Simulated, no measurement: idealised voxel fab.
The following is a process module called voxel gate over fins.
We display cut, a cross-section 185 nm in width whose square cells are each 5 nm.
Just so we're on the same page, the cross-sections are grids of square cells, and they're listed out in bands top to bottom, each band one or more rows deep.
Band entry format. Leading values: height of top, height of bottom, nm. Remainder: materials in left-to-right order, each with its width in nm. Special words: "everywhere" on a single material, which then fills the band edge to edge; "air", empty space.
Height is counted from the level 0, under which the received wafer is composed throughout of one material. The lowest of the bands is not closed at the bottom but continues downward, in the notation "top 0, no bottom".
A two-number width, for instance "30..40", indicates that the width is equal to the first number in the top row of the band and to the second number in the bottom row, and that it changes by a constant amount per row of cells.
It should be understood that the words "remained the same", when stated for a given step, signify that the cross-section underwent no change in any of its cells during that step.
"Closed void roster" enumerates empty spaces isolated from the top, with no open way to it, that contain at least 8 cells, giving each as width x height at distance from the left edge, all three in nm.
Heads up: the bit after the settings on a step's line is the simulator's remark on that step.
overlay nm: how far to the right of its planned place the mask lay on this masked step (negative: to the left).
Reading key. Pairs: pre-step and post-step cross-section, one process step apart; post-step view only to lowest changed band. Step between + settings: beneath pair. Runs: pairs may be from different runs of this module, same starting wafer. Continuation from pair above: only where "Prior to processing" entry says.
Prior to processing
	top 15, bottom 10 = Ru everywhere
	top 10, bottom 5 = TiN=90; Ru=5; TiN=90
	top 5, bottom 0 = SiO2=55; SiN=20; SiO2=10; TiN=5; Ru=5; TiN=5; SiO2=15; SiN=20; SiO2=50
	top 0, bottom -30 = SiO2=55; Si=20; SiO2=10; TiN=5; Ru=5; TiN=5; SiO2=15; Si=20; SiO2=50
	top -30, bottom -35 = SiO2=55; Si=20; SiO2=10; TiN=15; SiO2=15; Si=20; SiO2=50
	top -35, bottom -40 = SiO2=55; Si=20; SiO2=40; Si=20; SiO2=50
	top -40, no bottom = Si everywhere
	Closed void roster: none
Step Result
	top 5, bottom 0 = SiO2=55; SiN=20; SiO2=10; TiN=5; Ru=5; TiN=5; SiO2=15; SiN=20; SiO2=50
	Below 0, the layers are the same as they were.
	Closed void roster: none
Step that separates the before view from the after view above: CMP,height nm 5
Prior to processing: The pre-step condition corresponds to the post-step cross-section depicted in the pair directly above.
Step Result
	top 5, bottom 0 = SiO2=55; SiN=20; SiO2=10; air=15; SiO2=15; SiN=20; SiO2=50
	top 0, bottom -25 = SiO2=55; Si=20; SiO2=10; air=15; SiO2=15; Si=20; SiO2=50
	Below -25, the layers are the same as they were.
	Closed void roster: none
Step that separates the before view from the after view above: SELECTIVE_ETCH,etch materials W Ru TiN,depth nm 30
Prior to processing: The pre-step condition corresponds to the post-step cross-section depicted in the pair directly above.
Step Result
	top 10, bottom 5 = SiO2 everywhere
	top 5, bottom 0 = SiO2=55; SiN=20; SiO2=40; SiN=20; SiO2=50
	top 0, bottom -25 = SiO2=55; Si=20; SiO2=40; Si=20; SiO2=50
	Below -25, the layers are the same as they were.
	Closed void roster: none
Step that separates the before view from the after view above: FILL_DEP,material SiO2,thk nm 5
Prior to processing: The pre-step condition corresponds to the post-step cross-section depicted in the pair directly above.
Step Result
	top 5, bottom 0 = SiO2=55; SiN=20; SiO2=40; SiN=20; SiO2=50
	Below 0, the layers are the same as they were.
	Closed void roster: none
Step that separates the before view from the after view above: CMP,height nm 5
Prior to processing: The pre-step condition corresponds to the post-step cross-section depicted in the pair directly above.
Step Result
	top 5, bottom 0 = air=55; SiN=20; air=40; SiN=20; air=50
	top 0, bottom -15 = air=55; Si=20; air=40; Si=20; air=50
	Below -15, the layers are the same as they were.
	Closed void roster: none
Step that separates the before view from the after view above: SELECTIVE_ETCH,etch materials SiO2,depth nm 20
Prior to processing: The pre-step condition corresponds to the post-step cross-section depicted in the pair directly above.
Step Result
	top 0, bottom -15 = air=55; Si=20; air=40; Si=20; air=50
	Below -15, the layers are the same as they were.
	Closed void roster: none
Step that separates the before view from the after view above: STRIP,etch materials SiN
Prior to processing: The pre-step condition corresponds to the post-step cross-section depicted in the pair directly above.
Step Result
	top 5, bottom 0 = air=50; HfO2=30; air=30; HfO2=30; air=45
	top 0, bottom -10 = air=50; HfO2=5; Si=20; HfO2=5; air=30; HfO2=5; Si=20; HfO2=5; air=45
	top -10, bottom -15 = HfO2=55; Si=20; HfO2=40; Si=20; HfO2=50
	Below -15, the layers are the same as they were.
	Closed void roster: none
Step that separates the before view from the after view above: CONFORMAL_DEP,material HfO2,thk nm 5
Prior to processing: The pre-step condition corresponds to the post-step cross-section depicted in the pair directly above.
Step Result
	top 10, bottom 5 = air=45; TiN=40; air=20; TiN=40; air=40
	top 5, bottom 0 = air=45; TiN=5; HfO2=30; TiN=5; air=20; TiN=5; HfO2=30; TiN=5; air=40
	top 0, bottom -5 = air=45; TiN=5; HfO2=5; Si=20; HfO2=5; TiN=5; air=20; TiN=5; HfO2=5; Si=20; HfO2=5; TiN=5; air=40
	top -5, bottom -10 = TiN=50; HfO2=5; Si=20; HfO2=5; TiN=30; HfO2=5; Si=20; HfO2=5; TiN=45
	Below -10, the layers are the same as they were.
	Closed void roster: none
Step that separates the before view from the after view above: CONFORMAL_DEP,material TiN,thk nm 5
Prior to processing: The pre-step condition corresponds to the post-step cross-section depicted in the pair directly above.
Step Result
	top 25, bottom 10 = W everywhere
	top 10, bottom 5 = W=45; TiN=40; W=20; TiN=40; W=40
	top 5, bottom 0 = W=45; TiN=5; HfO2=30; TiN=5; W=20; TiN=5; HfO2=30; TiN=5; W=40
	top 0, bottom -5 = W=45; TiN=5; HfO2=5; Si=20; HfO2=5; TiN=5; W=20; TiN=5; HfO2=5; Si=20; HfO2=5; TiN=5; W=40
	Below -5, the layers are the same as they were.
	Closed void roster: none
Step that separates the before view from the after view above: FILL_DEP,material W,thk nm 15
Prior to processing: The pre-step condition corresponds to the post-step cross-section depicted in the pair directly above.
Step Result
	top 20, bottom 10 = W everywhere
	Below 10, the layers are the same as they were.
	Closed void roster: none
Step that separates the before view from the after view above: CMP,height nm 20
Prior to processing: The pre-step condition corresponds to the post-step cross-section depicted in the pair directly above.
Step Result
	top 30, bottom 20 = SiN everywhere
	Below 20, the layers are the same as they were.
	Closed void roster: none
Step that separates the before view from the after view above: CONFORMAL_DEP,material SiN,thk nm 10
Prior to processing
	top 15, bottom 5 = aC everywhere
	top 5, bottom 0 = SiN everywhere
	top 0, no bottom = Si everywhere
	Closed void roster: none
Step Result
	top 40, bottom 15 = air=60; resist=15; air=45; resist=15; air=50
	Below 15, the layers are the same as they were.
	Closed void roster: none
Step that separates the before view from the after view above: PATTERN,tone cover,mask id FINS,material resist,width nm 15,pitch nm 60,thk nm 25,overlay nm 5
Prior to processing: The pre-step condition corresponds to the post-step cross-section depicted in the pair directly above.
Step Result
	top 30, bottom 15 = air=60; resist=15; air=45; resist=15; air=50
	top 15, bottom 5 = air=60; aC=15; air=45; aC=15; air=50
	Below 5, the layers are the same as they were.
	Closed void roster: none
Step that separates the before view from the after view above: DIRECTIONAL_ETCH,etch materials aC,depth nm 10
Prior to processing: The pre-step condition corresponds to the post-step cross-section depicted in the pair directly above.
Step Result
	top 15, bottom 5 = air=60; aC=15; air=45; aC=15; air=50
	Below 5, the layers are the same as they were.
	Closed void roster: none
Step that separates the before view from the after view above: STRIP,etch materials resist
Prior to processing: The pre-step condition corresponds to the post-step cross-section depicted in the pair directly above.
Step Result
	top 15, bottom 5 = air=60; aC=15; air=45; aC=15; air=50
	top 5, bottom 0 = air=60; SiN=15; air=45; SiN=15; air=50
	Below 0, the layers are the same as they were.
	Closed void roster: none
Step that separates the before view from the after view above: DIRECTIONAL_ETCH,etch materials SiN,depth nm 5
Prior to processing: The pre-step condition corresponds to the post-step cross-section depicted in the pair directly above.
Step Result
	top 15, bottom 5 = air=60; aC=15; air=45; aC=15; air=50
	top 5, bottom 0 = air=60; SiN=15; air=45; SiN=15; air=50
	top 0, bottom -40 = air=60; Si=15; air=45; Si=15; air=50
	Below -40, the layers are the same as they were.
	Closed void roster: none
Step that separates the before view from the after view above: DIRECTIONAL_ETCH,etch materials Si,depth nm 40
Prior to processing: The pre-step condition corresponds to the post-step cross-section depicted in the pair directly above.
Step Result
	top 5, bottom 0 = air=60; SiN=15; air=45; SiN=15; air=50
	Below 0, the layers are the same as they were.
	Closed void roster: none
Step that separates the before view from the after view above: STRIP,etch materials aC
Prior to processing: The pre-step condition corresponds to the post-step cross-section depicted in the pair directly above.
Step Result
	top 15, bottom 5 = SiO2 everywhere
	top 5, bottom 0 = SiO2=60; SiN=15; SiO2=45; SiN=15; SiO2=50
	top 0, bottom -40 = SiO2=60; Si=15; SiO2=45; Si=15; SiO2=50
	Below -40, the layers are the same as they were.
	Closed void roster: none
Step that separates the before view from the after view above: FILL_DEP,material SiO2,thk nm 10
Prior to processing: The pre-step condition corresponds to the post-step cross-section depicted in the pair directly above.
Step Result
	top 5, bottom 0 = SiO2=60; SiN=15; SiO2=45; SiN=15; SiO2=50
	Below 0, the layers are the same as they were.
	Closed void roster: none
Step that separates the before view from the after view above: CMP,height nm 5
Prior to processing: The pre-step condition corresponds to the post-step cross-section depicted in the pair directly above.
Step Result
	top 25, bottom 5 = resist=85; air=15; resist=85
	Below 5, the layers are the same as they were.
	Closed void roster: none
Step that separates the before view from the after view above: PATTERN,tone open,mask id RAIL,material resist,width nm 15,thk nm 20,overlay nm 0
Prior to processing: The pre-step condition corresponds to the post-step cross-section depicted in the pair directly above.
Step Result
	top 25, bottom 5 = resist=85; air=15; resist=85
	top 5, bottom 0 = SiO2=60; SiN=15; SiO2=10; air=15; SiO2=20; SiN=15; SiO2=50
	top 0, bottom -35 = SiO2=60; Si=15; SiO2=10; air=15; SiO2=20; Si=15; SiO2=50
	Below -35, the layers are the same as they were.
	Closed void roster: none
Step that separates the before view from the after view above: DIRECTIONAL_ETCH,etch materials SiO2,depth nm 40
Prior to processing: The pre-step condition corresponds to the post-step cross-section depicted in the pair directly above.
Step Result
	top 5, bottom 0 = SiO2=60; SiN=15; SiO2=10; air=15; SiO2=20; SiN=15; SiO2=50
	Below 0, the layers are the same as they were.
	Closed void roster: none
Step that separates the before view from the after view above: STRIP,etch materials resist
Prior to processing: The pre-step condition corresponds to the post-step cross-section depicted in the pair directly above.
Step Result
	top 10, bottom 5 = TiN=90; air=5; TiN=90
	top 5, bottom 0 = SiO2=60; SiN=15; SiO2=10; TiN=5; air=5; TiN=5; SiO2=20; SiN=15; SiO2=50
	top 0, bottom -30 = SiO2=60; Si=15; SiO2=10; TiN=5; air=5; TiN=5; SiO2=20; Si=15; SiO2=50
	top -30, bottom -35 = SiO2=60; Si=15; SiO2=10; TiN=15; SiO2=20; Si=15; SiO2=50
	Below -35, the layers are the same as they were.
	Closed void roster: none
Step that separates the before view from the after view above: CONFORMAL_DEP,material TiN,thk nm 5
Prior to processing: The pre-step condition corresponds to the post-step cross-section depicted in the pair directly above.
Step Result
	top 15, bottom 10 = Ru everywhere
	top 10, bottom 5 = TiN=90; Ru=5; TiN=90
	top 5, bottom 0 = SiO2=60; SiN=15; SiO2=10; TiN=5; Ru=5; TiN=5; SiO2=20; SiN=15; SiO2=50
	top 0, bottom -30 = SiO2=60; Si=15; SiO2=10; TiN=5; Ru=5; TiN=5; SiO2=20; Si=15; SiO2=50
	Below -30, the layers are the same as they were.
	Closed void roster: none
Step that separates the before view from the after view above: FILL_DEP,material Ru,thk nm 5
Prior to processing: The pre-step condition corresponds to the post-step cross-section depicted in the pair directly above.
Step Result
	top 5, bottom 0 = SiO2=60; SiN=15; SiO2=10; TiN=5; Ru=5; TiN=5; SiO2=20; SiN=15; SiO2=50
	Below 0, the layers are the same as they were.
	Closed void roster: none
Step that separates the before view from the after view above: CMP,height nm 5
Prior to processing: The pre-step condition corresponds to the post-step cross-section depicted in the pair directly above.
Step Result
	top 5, bottom 0 = SiO2=60; SiN=15; SiO2=10; air=15; SiO2=20; SiN=15; SiO2=50
	top 0, bottom -25 = SiO2=60; Si=15; SiO2=10; air=15; SiO2=20; Si=15; SiO2=50
	Below -25, the layers are the same as they were.
	Closed void roster: none
Step that separates the before view from the after view above: SELECTIVE_ETCH,etch materials W Ru TiN,depth nm 30
Prior to processing: The pre-step condition corresponds to the post-step cross-section depicted in the pair directly above.
Step Result
	top 10, bottom 5 = SiO2 everywhere
	top 5, bottom 0 = SiO2=60; SiN=15; SiO2=45; SiN=15; SiO2=50
	top 0, bottom -25 = SiO2=60; Si=15; SiO2=45; Si=15; SiO2=50
	Below -25, the layers are the same as they were.
	Closed void roster: none
Step that separates the before view from the after view above: FILL_DEP,material SiO2,thk nm 5
Prior to processing: The pre-step condition corresponds to the post-step cross-section depicted in the pair directly above.
Step Result
	top 5, bottom 0 = SiO2=60; SiN=15; SiO2=45; SiN=15; SiO2=50
	Below 0, the layers are the same as they were.
	Closed void roster: none
Step that separates the before view from the after view above: CMP,height nm 5
Prior to processing: The pre-step condition corresponds to the post-step cross-section depicted in the pair directly above.
Step Result
	top 5, bottom 0 = air=60; SiN=15; air=45; SiN=15; air=50
	top 0, bottom -15 = air=60; Si=15; air=45; Si=15; air=50
	Below -15, the layers are the same as they were.
	Closed void roster: none
Step that separates the before view from the after view above: SELECTIVE_ETCH,etch materials SiO2,depth nm 20
Prior to processing: The pre-step condition corresponds to the post-step cross-section depicted in the pair directly above.
Step Result
	top 0, bottom -15 = air=60; Si=15; air=45; Si=15; air=50
	Below -15, the layers are the same as they were.
	Closed void roster: none
Step that separates the before view from the after view above: STRIP,etch materials SiN
Prior to processing: The pre-step condition corresponds to the post-step cross-section depicted in the pair directly above.
Step Result
	top 5, bottom 0 = air=55; HfO2=25; air=35; HfO2=25; air=45
	top 0, bottom -10 = air=55; HfO2=5; Si=15; HfO2=5; air=35; HfO2=5; Si=15; HfO2=5; air=45
	top -10, bottom -15 = HfO2=60; Si=15; HfO2=45; Si=15; HfO2=50
	Below -15, the layers are the same as they were.
	Closed void roster: none
Step that separates the before view from the after view above: CONFORMAL_DEP,material HfO2,thk nm 5
Prior to processing: The pre-step condition corresponds to the post-step cross-section depicted in the pair directly above.
Step Result
	top 10, bottom 5 = air=50; TiN=35; air=25; TiN=35; air=40
	top 5, bottom 0 = air=50; TiN=5; HfO2=25; TiN=5; air=25; TiN=5; HfO2=25; TiN=5; air=40
	top 0, bottom -5 = air=50; TiN=5; HfO2=5; Si=15; HfO2=5; TiN=5; air=25; TiN=5; HfO2=5; Si=15; HfO2=5; TiN=5; air=40
	top -5, bottom -10 = TiN=55; HfO2=5; Si=15; HfO2=5; TiN=35; HfO2=5; Si=15; HfO2=5; TiN=45
	Below -10, the layers are the same as they were.
	Closed void roster: none
Step that separates the before view from the after view above: CONFORMAL_DEP,material TiN,thk nm 5
Prior to processing: The pre-step condition corresponds to the post-step cross-section depicted in the pair directly above.
Step Result
	top 25, bottom 10 = W everywhere
	top 10, bottom 5 = W=50; TiN=35; W=25; TiN=35; W=40
	top 5, bottom 0 = W=50; TiN=5; HfO2=25; TiN=5; W=25; TiN=5; HfO2=25; TiN=5; W=40
	top 0, bottom -5 = W=50; TiN=5; HfO2=5; Si=15; HfO2=5; TiN=5; W=25; TiN=5; HfO2=5; Si=15; HfO2=5; TiN=5; W=40
	Below -5, the layers are the same as they were.
	Closed void roster: none
Step that separates the before view from the after view above: FILL_DEP,material W,thk nm 15
Prior to processing: The pre-step condition corresponds to the post-step cross-section depicted in the pair directly above.
Step Result
	top 20, bottom 10 = W everywhere
	Below 10, the layers are the same as they were.
	Closed void roster: none
Step that separates the before view from the after view above: CMP,height nm 20
Prior to processing: The pre-step condition corresponds to the post-step cross-section depicted in the pair directly above.
Step Result
	top 30, bottom 20 = SiN everywhere
	Below 20, the layers are the same as they were.
	Closed void roster: none
Step that separates the before view from the after view above: CONFORMAL_DEP,material SiN,thk nm 10
Prior to processing
	top 20, bottom 10 = W everywhere
	top 10, bottom 5 = W=45; TiN=35; W=25; TiN=35; W=45
	top 5, bottom 0 = W=45; TiN=5; HfO2=25; TiN=5; W=25; TiN=5; HfO2=25; TiN=5; W=45
	top 0, bottom -5 = W=45; TiN=5; HfO2=5; Si=15; HfO2=5; TiN=5; W=25; TiN=5; HfO2=5; Si=15; HfO2=5; TiN=5; W=45
	top -5, bottom -10 = TiN=50; HfO2=5; Si=15; HfO2=5; TiN=35; HfO2=5; Si=15; HfO2=5; TiN=50
	top -10, bottom -15 = HfO2=55; Si=15; HfO2=45; Si=15; HfO2=55
	top -15, bottom -25 = SiO2=55; Si=15; SiO2=45; Si=15; SiO2=55
	top -25, bottom -30 = SiO2=55; Si=15; SiO2=15; TiN=5; Ru=5; TiN=5; SiO2=15; Si=15; SiO2=55
	top -30, bottom -35 = SiO2=55; Si=15; SiO2=15; TiN=15; SiO2=15; Si=15; SiO2=55
	top -35, bottom -40 = SiO2=55; Si=15; SiO2=45; Si=15; SiO2=55
	top -40, no bottom = Si everywhere
	Closed void roster: none
Step Result
	top 30, bottom 20 = SiO2 everywhere
	Below 20, the layers are the same as they were.
	Closed void roster: none
Step that separates the before view from the after view above: CONFORMAL_DEP,material SiO2,thk nm 10
Prior to processing
	top 5, bottom 0 = SiO2=55; SiN=15; SiO2=45; SiN=15; SiO2=55
	top 0, bottom -40 = SiO2=55; Si=15; SiO2=45; Si=15; SiO2=55
	top -40, no bottom = Si everywhere
	Closed void roster: none
Step Result
	top 25, bottom 5 = air=85; resist=15; air=85
	Below 5, the layers are the same as they were.
	Closed void roster: none
Step that separates the before view from the after view above: PATTERN,tone cover,mask id RAIL,material resist,width nm 15,thk nm 20,overlay nm 0
Prior to processing: The pre-step condition corresponds to the post-step cross-section depicted in the pair directly above.
Step Result
	top 25, bottom 5 = air=85; resist=15; air=85
	top 5, bottom 0 = air=55; SiN=15; air=15; SiO2=15; air=15; SiN=15; air=55
	top 0, bottom -35 = air=55; Si=15; air=15; SiO2=15; air=15; Si=15; air=55
	Below -35, the layers are the same as they were.
	Closed void roster: none
Step that separates the before view from the after view above: DIRECTIONAL_ETCH,etch materials SiO2,depth nm 40
Prior to processing: The pre-step condition corresponds to the post-step cross-section depicted in the pair directly above.
Step Result
	top 5, bottom 0 = air=55; SiN=15; air=15; SiO2=15; air=15; SiN=15; air=55
	Below 0, the layers are the same as they were.
	Closed void roster: none
Step that separates the before view from the after view above: STRIP,etch materials resist
Prior to processing: The pre-step condition corresponds to the post-step cross-section depicted in the pair directly above.
Step Result
	top 10, bottom 5 = air=50; TiN=25; air=5; TiN=25; air=5; TiN=25; air=50
	top 5, bottom 0 = air=50; TiN=5; SiN=15; TiN=5; air=5; TiN=5; SiO2=15; TiN=5; air=5; TiN=5; SiN=15; TiN=5; air=50
	top 0, bottom -30 = air=50; TiN=5; Si=15; TiN=5; air=5; TiN=5; SiO2=15; TiN=5; air=5; TiN=5; Si=15; TiN=5; air=50
	top -30, bottom -35 = TiN=55; Si=15; TiN=15; SiO2=15; TiN=15; Si=15; TiN=55
	Below -35, the layers are the same as they were.
	Closed void roster: none
Step that separates the before view from the after view above: CONFORMAL_DEP,material TiN,thk nm 5
Prior to processing: The pre-step condition corresponds to the post-step cross-section depicted in the pair directly above.
Step Result
	top 15, bottom 10 = Ru everywhere
	top 10, bottom 5 = Ru=50; TiN=25; Ru=5; TiN=25; Ru=5; TiN=25; Ru=50
	top 5, bottom 0 = Ru=50; TiN=5; SiN=15; TiN=5; Ru=5; TiN=5; SiO2=15; TiN=5; Ru=5; TiN=5; SiN=15; TiN=5; Ru=50
	top 0, bottom -30 = Ru=50; TiN=5; Si=15; TiN=5; Ru=5; TiN=5; SiO2=15; TiN=5; Ru=5; TiN=5; Si=15; TiN=5; Ru=50
	Below -30, the layers are the same as they were.
	Closed void roster: none
Step that separates the before view from the after view above: FILL_DEP,material Ru,thk nm 5
Prior to processing: The pre-step condition corresponds to the post-step cross-section depicted in the pair directly above.
Step Result
	top 5, bottom 0 = Ru=50; TiN=5; SiN=15; TiN=5; Ru=5; TiN=5; SiO2=15; TiN=5; Ru=5; TiN=5; SiN=15; TiN=5; Ru=50
	Below 0, the layers are the same as they were.
	Closed void roster: none
Step that separates the before view from the after view above: CMP,height nm 5
Prior to processing: The pre-step condition corresponds to the post-step cross-section depicted in the pair directly above.
Step Result
	top 5, bottom 0 = air=55; SiN=15; air=15; SiO2=15; air=15; SiN=15; air=55
	top 0, bottom -25 = air=55; Si=15; air=15; SiO2=15; air=15; Si=15; air=55
	Below -25, the layers are the same as they were.
	Closed void roster: none
Step that separates the before view from the after view above: SELECTIVE_ETCH,etch materials W Ru TiN,depth nm 30
Prior to processing: The pre-step condition corresponds to the post-step cross-section depicted in the pair directly above.
Step Result
	top 10, bottom 5 = SiO2 everywhere
	top 5, bottom 0 = SiO2=55; SiN=15; SiO2=45; SiN=15; SiO2=55
	top 0, bottom -25 = SiO2=55; Si=15; SiO2=45; Si=15; SiO2=55
	Below -25, the layers are the same as they were.
	Closed void roster: none
Step that separates the before view from the after view above: FILL_DEP,material SiO2,thk nm 5
Prior to processing: The pre-step condition corresponds to the post-step cross-section depicted in the pair directly above.
Step Result
	top 5, bottom 0 = SiO2=55; SiN=15; SiO2=45; SiN=15; SiO2=55
	Below 0, the layers are the same as they were.
	Closed void roster: none
Step that separates the before view from the after view above: CMP,height nm 5
Prior to processing: The pre-step condition corresponds to the post-step cross-section depicted in the pair directly above.
Step Result
	top 5, bottom 0 = air=55; SiN=15; air=45; SiN=15; air=55
	top 0, bottom -15 = air=55; Si=15; air=45; Si=15; air=55
	Below -15, the layers are the same as they were.
	Closed void roster: none
Step that separates the before view from the after view above: SELECTIVE_ETCH,etch materials SiO2,depth nm 20
Prior to processing: The pre-step condition corresponds to the post-step cross-section depicted in the pair directly above.
Step Result
	top 0, bottom -15 = air=55; Si=15; air=45; Si=15; air=55
	Below -15, the layers are the same as they were.
	Closed void roster: none
Step that separates the before view from the after view above: STRIP,etch materials SiN
Prior to processing: The pre-step condition corresponds to the post-step cross-section depicted in the pair directly above.
Step Result
	top 5, bottom 0 = air=50; HfO2=25; air=35; HfO2=25; air=50
	top 0, bottom -10 = air=50; HfO2=5; Si=15; HfO2=5; air=35; HfO2=5; Si=15; HfO2=5; air=50
	top -10, bottom -15 = HfO2=55; Si=15; HfO2=45; Si=15; HfO2=55
	Below -15, the layers are the same as they were.
	Closed void roster: none
Step that separates the before view from the after view above: CONFORMAL_DEP,material HfO2,thk nm 5
Prior to processing: The pre-step condition corresponds to the post-step cross-section depicted in the pair directly above.
Step Result
	top 10, bottom 5 = air=45; TiN=35; air=25; TiN=35; air=45
	top 5, bottom 0 = air=45; TiN=5; HfO2=25; TiN=5; air=25; TiN=5; HfO2=25; TiN=5; air=45
	top 0, bottom -5 = air=45; TiN=5; HfO2=5; Si=15; HfO2=5; TiN=5; air=25; TiN=5; HfO2=5; Si=15; HfO2=5; TiN=5; air=45
	top -5, bottom -10 = TiN=50; HfO2=5; Si=15; HfO2=5; TiN=35; HfO2=5; Si=15; HfO2=5; TiN=50
	Below -10, the layers are the same as they were.
	Closed void roster: none
Step that separates the before view from the after view above: CONFORMAL_DEP,material TiN,thk nm 5
Prior to processing: The pre-step condition corresponds to the post-step cross-section depicted in the pair directly above.
Step Result
	top 25, bottom 10 = W everywhere
	top 10, bottom 5 = W=45; TiN=35; W=25; TiN=35; W=45
	top 5, bottom 0 = W=45; TiN=5; HfO2=25; TiN=5; W=25; TiN=5; HfO2=25; TiN=5; W=45
	top 0, bottom -5 = W=45; TiN=5; HfO2=5; Si=15; HfO2=5; TiN=5; W=25; TiN=5; HfO2=5; Si=15; HfO2=5; TiN=5; W=45
	Below -5, the layers are the same as they were.
	Closed void roster: none
Step that separates the before view from the after view above: FILL_DEP,material W,thk nm 15
Prior to processing: The pre-step condition corresponds to the post-step cross-section depicted in the pair directly above.
Step Result
	top 20, bottom 10 = W everywhere
	Below 10, the layers are the same as they were.
	Closed void roster: none
Step that separates the before view from the after view above: CMP,height nm 20
Prior to processing: The pre-step condition corresponds to the post-step cross-section depicted in the pair directly above.
Step Result
	top 30, bottom 20 = SiN everywhere
	Below 20, the layers are the same as they were.
	Closed void roster: none
Step that separates the before view from the after view above: CONFORMAL_DEP,material SiN,thk nm 10
